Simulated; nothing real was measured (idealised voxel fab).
The document below concerns the process module designated voxel transistor to metal.
FYI the section here is cut, 160 nm wide, cells are 5 nm squares.
Cross-section, as written here: a square-cell grid given band by band from the top down, where a band holds one or more rows of cells. Band entry format. Leading values: height of top, height of bottom, nm. Remainder: materials in left-to-right order, each with its width in nm. Special words: "throughout" on a single material, which then fills the band edge to edge; "empty", empty space. Heights are expressed relative to 0, this being the level below which the as-received wafer comprises one material exclusively. The lowest band is unbounded in the downward direction and is denoted as in "0..down". When a width is written as two numbers, as in "30..40", the first number is the width in the top row of cells of the band and the second is the width in its bottom row, and the width changes by the same amount from each row to the next. Any step labelled "nothing changed" changed none of the cells in the cross-section. If an empty space has no open way to the top and is at least 8 cells in size, "Voids, sealed" lists it, written width x height at distance, where distance is measured from the left edge and every value is in nm. Post-settings text on a step line: simulator's own remark regarding the step. overlay nm: step with mask; distance mask lay right of planned place; negative value = left of planned place.
The steps planned for the process are as follows
1. RECEIVE | material Si
2. CONFORMAL_DEP | material SiO2 | thk nm 5
3. CONFORMAL_DEP | material SiN | thk nm 10
4. MASKED_ETCH | tone cover | mask id ACTIVE | width nm 105 | etch materials SiN | depth nm 10 | overlay nm 0
5. MASKED_ETCH | tone cover | mask id ACTIVE | width nm 115 | etch materials SiO2 | depth nm 5 | overlay nm 0
6. MASKED_ETCH | tone cover | mask id ACTIVE | width nm 115 | etch materials Si | depth nm 30 | overlay nm 0
7. OXIDIZE | depth nm 5
8. FILL_DEP | material SiO2 | thk nm 15
9. CMP | height nm 15
10. SELECTIVE_ETCH | etch materials SiO2 | depth nm 10
11. STRIP | etch materials SiN
12. SELECTIVE_ETCH | etch materials SiO2 | depth nm 5
13. OXIDIZE | depth nm 5
14. DIRECTIONAL_DEP | material polySi | thk nm 25
15. DIRECTIONAL_DEP | material SiCN | thk nm 10
16. PATTERN | tone cover | mask id GATE | material resist | width nm 25 | thk nm 20 | overlay nm 0
17. DIRECTIONAL_ETCH | etch materials SiCN | depth nm 20
18. DIRECTIONAL_ETCH | etch materials polySi | depth nm 35
19. STRIP | etch materials resist
20. CONFORMAL_DEP | material SiO2 | thk nm 5
21. DIRECTIONAL_ETCH | etch materials SiO2 | depth nm 5
22. CONFORMAL_DEP | material SiN | thk nm 5
23. DIRECTIONAL_ETCH | etch materials SiN | depth nm 5
24. DIRECTIONAL_ETCH | etch materials SiO2 | depth nm 5
25. EPI | material pSi | thk nm 5
26. FILL_DEP | material SiO2 | thk nm 10
27. CMP | height nm 35
28. DIRECTIONAL_DEP | material SiO2 | thk nm 10
29. MASKED_ETCH | tone open | mask id CONTACT | width nm 35 | pitch nm 70 | etch materials SiO2 | depth nm 45 | overlay nm 0
30. CONFORMAL_DEP | material TiN | thk nm 5
31. FILL_DEP | material Ru | thk nm 10
32. CMP | height nm 45
33. CONFORMAL_DEP | material SiN | thk nm 5
34. DIRECTIONAL_DEP | material lowk | thk nm 20
35. PATTERN | tone open | mask id METAL_1 | material resist | width nm 20 | pitch nm 85 | thk nm 20 | overlay nm 0
36. DIRECTIONAL_ETCH | etch materials lowk | depth nm 20
37. DIRECTIONAL_ETCH | etch materials SiN | depth nm 5
38. STRIP | etch materials resist
39. CONFORMAL_DEP | material TiN | thk nm 5
40. FILL_DEP | material W | thk nm 5
41. CMP | height nm 70
42. EPI | material Ru | thk nm 5
43. FILL_DEP | material SiCN | thk nm 5
The value of width nm given for step 4 in the plan refers to the first wafer; the wafers vary in this setting and are alike at the start.
Cross-section of the first of several wafers on receipt, reflecting completion of step 1
    0..down  Si throughout
    Voids, sealed: none
Here is how to read the rows: every wafer has a row, and it shows the wafer at the end of the module, giving for each material how many cells were gained (+) or lost (-) since the wafer was received, then listing its closed voids
width nm 105; +78 Ru; -98 Si; +62 SiCN; +38 SiN; +211 SiO2; +70 TiN; +16 W; +96 lowk; +14 pSi; +25 polySi; Voids, sealed: none
width nm 110; +78 Ru; -98 Si; +62 SiCN; +38 SiN; +211 SiO2; +70 TiN; +16 W; +96 lowk; +14 pSi; +25 polySi; Voids, sealed: none
width nm 115; +78 Ru; -98 Si; +62 SiCN; +38 SiN; +211 SiO2; +70 TiN; +16 W; +96 lowk; +14 pSi; +25 polySi; Voids, sealed: none
width nm 120; +78 Ru; -92 Si; +62 SiCN; +38 SiN; +204 SiO2; +70 TiN; +16 W; +96 lowk; +15 pSi; +25 polySi; Voids, sealed: none
width nm 125; +78 Ru; -86 Si; +62 SiCN; +38 SiN; +197 SiO2; +70 TiN; +16 W; +96 lowk; +16 pSi; +25 polySi; Voids, sealed: none
width nm 130; +78 Ru; -80 Si; +62 SiCN; +38 SiN; +190 SiO2; +70 TiN; +16 W; +96 lowk; +17 pSi; +25 polySi; Voids, sealed: none
